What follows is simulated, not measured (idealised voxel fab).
Name of the process module below: voxel self aligned contacts
Each square cell in cross-section cut measures 5 nm, and the section as a whole is 240 nm wide.
Cross-section layout: square cells on a grid; listed as bands, top to bottom; a band spans one or more cell rows.
Band entry format. Leading values: height of top, height of bottom, nm. Remainder: materials in left-to-right order, each with its width in nm. Special words: "throughout" on a single material, which then fills the band edge to edge; "blank", empty space.
Height reference: 0 = level under which incoming wafer is all one material. Lowest band: no bottom, runs on downward, e.g. "0..down".
Quick explanation for "30..40": the width changes in equal steps down the rows of cells, from the first number in the band's top row to the second number in its bottom row.
Take "same as before" at face value: in the step it is given for, the cross-section changed in none of its cells.
The list in "Listed closed voids" covers empty spaces of 8 cells or more that cannot reach the top through any open way, and it gives each as width x height at distance; the distance is from the left edge, and width, height and distance are in nm.
That trailing text on a step's line, after the settings, is the simulator's own remark on the step.
The line of a step may include "overlay nm". On a step with a mask, this value is how far to the right of its planned place the mask lay. A negative value means the mask lay to the left.

### Intended process steps
step 1: op RECEIVE | material Si
step 2: op OXIDIZE | depth nm 5
step 3: op DIRECTIONAL_DEP | material polySi | thk nm 20
step 4: op DIRECTIONAL_DEP | material SiN | thk nm 20
step 5: op DIRECTIONAL_DEP | material aC | thk nm 10
step 6: op PATTERN | tone cover | mask id GATE | material resist | width nm 35 | pitch nm 75 | thk nm 25 | overlay nm 0
step 7: op DIRECTIONAL_ETCH | etch materials aC | depth nm 10
step 8: op STRIP | etch materials resist
step 9: op DIRECTIONAL_ETCH | etch materials SiN | depth nm 20
step 10: op DIRECTIONAL_ETCH | etch materials polySi | depth nm 20
step 11: op STRIP | etch materials aC
step 12: op CONFORMAL_DEP | material SiN | thk nm 10
step 13: op DIRECTIONAL_ETCH | etch materials SiN | depth nm 10
step 14: op FILL_DEP | material SiO2 | thk nm 10
step 15: op CMP | height nm 45
step 16: op MASKED_ETCH | tone open | mask id CONTACT | width nm 60 | etch materials SiO2 | depth nm 50 | overlay nm 0
step 17: op CONFORMAL_DEP | material TiN | thk nm 5
step 18: op FILL_DEP | material Ru | thk nm 5
step 19: op CMP | height nm 45
step 20: op CONFORMAL_DEP | material SiCN | thk nm 5

### Cross-section of the incoming wafer, state after step 1
  0..down | Si throughout
  Listed closed voids: none

### The first of the two wafers as seen in cross-section once the module was finished; processing followed the plan
  50..45 | SiCN throughout
  45..40 | 90 SiO2, then 25 TiN, then 10 Ru, then 25 TiN, then 90 SiO2
  40..20 | 55 SiO2, then 55 SiN, then 5 TiN, then 10 Ru, then 5 TiN, then 55 SiN, then 55 SiO2
  20..0 | 55 SiO2, then 10 SiN, then 35 polySi, then 10 SiN, then 5 TiN, then 10 Ru, then 5 TiN, then 10 SiN, then 35 polySi, then 10 SiN, then 55 SiO2
  0..-5 | 110 SiO2, then 20 TiN, then 110 SiO2
  -5..down | Si throughout
  Listed closed voids: none

### Wafer two cross-section, module end. Start and plan unchanged from wafer one; one mistake made during the run
  50..45 | SiCN throughout
  45..40 | 90 SiO2, then 25 TiN, then 10 Ru, then 25 TiN, then 90 SiO2
  40..20 | 55 SiO2, then 55 SiN, then 5 TiN, then 10 Ru, then 5 TiN, then 55 SiN, then 55 SiO2
  20..15 | 55 SiO2, then 10 SiN, then 35 polySi, then 10 SiN, then 5 TiN, then 10 Ru, then 5 TiN, then 10 SiN, then 35 polySi, then 10 SiN, then 55 SiO2
  15..10 | 55 SiO2, then 10 SiN, then 35 polySi, then 10 SiN, then 20 TiN, then 10 SiN, then 35 polySi, then 10 SiN, then 55 SiO2
  10..0 | polySi throughout
  0..-5 | SiO2 throughout
  -5..down | Si throughout
  Listed closed voids: none
The plan and the run diverged here: step 10 deviated from plan and actually ran as op DIRECTIONAL_ETCH | etch materials polySi | depth nm 10
The closing comparison, in cells, has the second wafer with more or fewer of some materials than the first: Ru -6; SiN -16; SiO2 -40; TiN -6; polySi +68
